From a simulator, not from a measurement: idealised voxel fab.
The document below concerns the process module designated voxel capacitor over wiring.
FYI the section here is cut, 215 nm wide, cells are 5 nm squares.
Just so we're on the same page, the cross-sections are grids of square cells, and they're listed out in bands top to bottom, each band one or more rows deep.
This entry defines a band. It first specifies the height of the band's top and the height of its bottom in nm, and then specifies the band's materials from left to right, stating each material with its width in nm. The word "throughout" identifies a single material that fills the band from edge to edge, while the word "blank" identifies empty space.
The level at which height equals 0 is the one under which the wafer, as it arrives, is entirely one material. No lower edge exists for the bottom band, which continues downward and is notated as in "0 -> down".
So if you see something like "30 to 40" for the width, read it as the top row of the band sitting at the first number and the bottom row at the second, with every row in between moving by the same amount as the last.
"no change" for a step: no cell of the cross-section changed in that step.
Under "Sealed void inventory" you'll find the enclosed gaps, the ones with no way out to the top, that are 8 cells or bigger; each reads width x height at distance, with distance counted from the left edge, everything in nm.
Post-settings text on a step line: simulator's own remark regarding the step.
For masked steps, "overlay nm" on the step line gives how far right of plan the mask actually lay; a minus sign means it lay to the left.
THIS SECTION LISTS THE PROCESS STEPS THAT WERE PLANNED
step 1: op RECEIVE | material Si
step 2: op CONFORMAL_DEP | material SiO2 | thk nm 15
step 3: op CONFORMAL_DEP | material SiN | thk nm 5
step 4: op DIRECTIONAL_DEP | material lowk | thk nm 25
step 5: op DIRECTIONAL_DEP | material aC | thk nm 10
step 6: op PATTERN | tone open | mask id METAL_1 | material resist | width nm 25 | pitch nm 75 | thk nm 30 | overlay nm 0
step 7: op DIRECTIONAL_ETCH | etch materials aC | depth nm 10
step 8: op STRIP | etch materials resist
step 9: op DIRECTIONAL_ETCH | etch materials lowk | depth nm 25
step 10: op DIRECTIONAL_ETCH | etch materials SiN | depth nm 5
step 11: op STRIP | etch materials aC
step 12: op CONFORMAL_DEP | material TiN | thk nm 5
step 13: op FILL_DEP | material W | thk nm 10
step 14: op CMP | height nm 45
step 15: op EPI | material Ru | thk nm 5
step 16: op FILL_DEP | material SiCN | thk nm 5
step 17: op DIRECTIONAL_DEP | material SiO2 | thk nm 20
step 18: op PATTERN | tone open | mask id PLUG_1 | material resist | width nm 15 | thk nm 20 | overlay nm 0
step 19: op DIRECTIONAL_ETCH | etch materials SiO2 | depth nm 20
step 20: op DIRECTIONAL_ETCH | etch materials SiCN | depth nm 5
step 21: op STRIP | etch materials resist
step 22: op CONFORMAL_DEP | material TiN | thk nm 5
step 23: op FILL_DEP | material Cu | thk nm 5
step 24: op CMP | height nm 75
step 25: op DIRECTIONAL_DEP | material TiN | thk nm 10
step 26: op DIRECTIONAL_DEP | material HfO2 | thk nm 5
step 27: op DIRECTIONAL_DEP | material TiN | thk nm 10
step 28: op MASKED_ETCH | tone cover | mask id UPPER_PLATE | width nm 55 | etch materials TiN | depth nm 10 | overlay nm 0
step 29: op MASKED_ETCH | tone cover | mask id UPPER_PLATE | width nm 55 | etch materials HfO2 | depth nm 5 | overlay nm 0
step 30: op PATTERN | tone cover | mask id LOWER_PLATE | material resist | width nm 65 | thk nm 20 | overlay nm 0
step 31: op DIRECTIONAL_ETCH | etch materials TiN | depth nm 10
step 32: op STRIP | etch materials resist
step 33: op FILL_DEP | material SiO2 | thk nm 15
step 34: op CMP | height nm 110
step 35: op MASKED_ETCH | tone open | mask id PLUG_2 | width nm 15 | etch materials SiO2 | depth nm 10 | overlay nm 0
step 36: op CONFORMAL_DEP | material TiN | thk nm 5
step 37: op FILL_DEP | material Ru | thk nm 10
step 38: op CMP | height nm 110
step 39: op CONFORMAL_DEP | material SiN | thk nm 5
The thk nm used in step 22 is not the same on every wafer, whereas the starting condition is; the value printed in the plan is the first wafer's.
CUT THROUGH THE FIRST OF SEVERAL WAFERS AS RECEIVED, POST STEP 1
  0 -> down  Si throughout
  Sealed void inventory: none
CROSS-SECTION OF THE FIRST OF SEVERAL WAFERS, TAKEN AFTER STEP 39, WHERE THE MODULE ENDS
  115 -> 110  SiN throughout
  110 -> 105  75 nm SiO2; 5 nm TiN; 5 nm Ru; 5 nm TiN; 125 nm SiO2
  105 -> 100  75 nm SiO2; 15 nm TiN; 125 nm SiO2
  100 -> 90  65 nm SiO2; 55 nm TiN; 95 nm SiO2
  90 -> 85  65 nm SiO2; 55 nm HfO2; 95 nm SiO2
  85 -> 75  60 nm SiO2; 65 nm TiN; 90 nm SiO2
  75 -> 55  65 nm SiO2; 5 nm TiN; 5 nm Cu; 5 nm TiN; 135 nm SiO2
  55 -> 50  65 nm SiCN; 15 nm TiN; 135 nm SiCN
  50 -> 45  50 nm SiCN; 35 nm Ru; 40 nm SiCN; 35 nm Ru; 55 nm SiCN
  45 -> 20  55 nm lowk; 5 nm TiN; 15 nm W; 5 nm TiN; 50 nm lowk; 5 nm TiN; 15 nm W; 5 nm TiN; 60 nm lowk
  20 -> 15  55 nm SiN; 25 nm TiN; 50 nm SiN; 25 nm TiN; 60 nm SiN
  15 -> 0  SiO2 throughout
  0 -> down  Si throughout
  Sealed void inventory: none
A CROSS-SECTION THROUGH THE LAST WAFER AT THE CLOSE OF THE MODULE
  115 -> 110  SiN throughout
  110 -> 105  75 nm SiO2; 5 nm TiN; 5 nm Ru; 5 nm TiN; 125 nm SiO2
  105 -> 100  75 nm SiO2; 15 nm TiN; 125 nm SiO2
  100 -> 90  65 nm SiO2; 55 nm TiN; 95 nm SiO2
  90 -> 85  65 nm SiO2; 55 nm HfO2; 95 nm SiO2
  85 -> 75  60 nm SiO2; 65 nm TiN; 90 nm SiO2
  75 -> 55  65 nm SiO2; 15 nm TiN; 135 nm SiO2
  55 -> 50  65 nm SiCN; 15 nm TiN; 135 nm SiCN
  50 -> 45  50 nm SiCN; 35 nm Ru; 40 nm SiCN; 35 nm Ru; 55 nm SiCN
  45 -> 20  55 nm lowk; 5 nm TiN; 15 nm W; 5 nm TiN; 50 nm lowk; 5 nm TiN; 15 nm W; 5 nm TiN; 60 nm lowk
  20 -> 15  55 nm SiN; 25 nm TiN; 50 nm SiN; 25 nm TiN; 60 nm SiN
  15 -> 0  SiO2 throughout
  0 -> down  Si throughout
  Sealed void inventory: none
SO IN THIS TABLE EVERY WAFER GETS ITS OWN ROW, AND WHAT YOU SEE IS WHERE IT STANDS AT THE END OF THE MODULE: FOR EACH MATERIAL, HOW MANY CELLS IT PICKED UP (+) OR GAVE UP (-) SINCE WE RECEIVED IT, AND AFTER THAT ITS CLOSED VOIDS
thk nm 5 | +4 Cu | +11 HfO2 | +15 Ru | +69 SiCN | +76 SiN | +525 SiO2 | +94 TiN | +30 W | +165 lowk | Sealed void inventory: none
thk nm 10 | +11 HfO2 | +15 Ru | +69 SiCN | +76 SiN | +525 SiO2 | +98 TiN | +30 W | +165 lowk | Sealed void inventory: none
thk nm 15 | +11 HfO2 | +15 Ru | +69 SiCN | +76 SiN | +525 SiO2 | +98 TiN | +30 W | +165 lowk | Sealed void inventory: none
thk nm 20 | +11 HfO2 | +15 Ru | +69 SiCN | +76 SiN | +525 SiO2 | +98 TiN | +30 W | +165 lowk | Sealed void inventory: none
